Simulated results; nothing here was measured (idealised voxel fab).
process module | voxel gate over fins
cross-section cut | 155 nm wide | cells 5 nm
A cross-section is a grid of square cells, given in bands from the top down. A band is one or more rows of cells.
Each band's line starts with the height of the band's top and of its bottom, in nm. Then come its materials from left to right, each with its width in nm. One material with "throughout" fills the band from edge to edge. "air" is empty space.
Height 0 is the level under which the wafer as received is all one material. The lowest band goes on downwards, as in "0 down".
A width such as "30 to 40" changes by the same amount from each row of cells to the next, from the band's top row to its bottom row.
"no change" after a step means that no cell of the cross-section changed.
closed voids: empty space of 8 cells or more with no open way to the top, each as width x height at its distance from the left edge, in nm
after a step's settings: what the simulator itself notes on the step
overlay nm, on a step with a mask: how far to the right of its planned place the mask lay; to the left if negative
plan
1 op RECEIVE | material Si
2 op CONFORMAL_DEP | material SiN | thk nm 10
3 op DIRECTIONAL_DEP | material aC | thk nm 10
4 op PATTERN | tone cover | mask id FINS | material resist | width nm 15 | pitch nm 35 | thk nm 30 | overlay nm 0
5 op DIRECTIONAL_ETCH | etch materials aC | depth nm 10
6 op STRIP | etch materials resist
7 op DIRECTIONAL_ETCH | etch materials SiN | depth nm 10
8 op DIRECTIONAL_ETCH | etch materials Si | depth nm 40
9 op STRIP | etch materials aC
10 op FILL_DEP | material SiO2 | thk nm 10
11 op CMP | height nm 10
12 op SELECTIVE_ETCH | etch materials SiO2 | depth nm 25
13 op STRIP | etch materials SiN
14 op CONFORMAL_DEP | material HfO2 | thk nm 5
15 op CONFORMAL_DEP | material TiN | thk nm 5
16 op FILL_DEP | material W | thk nm 10
17 op CMP | height nm 15
18 op CONFORMAL_DEP | material SiN | thk nm 5
varied across the wafers: thk nm of step 18. The plan shows the first wafer's value. All wafers start alike
first wafer as received, after step 1
  0 down: Si throughout
  closed voids: none
each wafer at the end: cells of each material gained (+) or lost (-) since it was received, then its closed voids
thk nm 5 | +43 HfO2 | -200 Si | +31 SiN | +125 SiO2 | +43 TiN | +82 W | closed voids: none
thk nm 10 | +43 HfO2 | -200 Si | +62 SiN | +125 SiO2 | +43 TiN | +82 W | closed voids: none
thk nm 15 | +43 HfO2 | -200 Si | +93 SiN | +125 SiO2 | +43 TiN | +82 W | closed voids: none
thk nm 20 | +43 HfO2 | -200 Si | +124 SiN | +125 SiO2 | +43 TiN | +82 W | closed voids: none
thk nm 25 | +43 HfO2 | -200 Si | +155 SiN | +125 SiO2 | +43 TiN | +82 W | closed voids: none
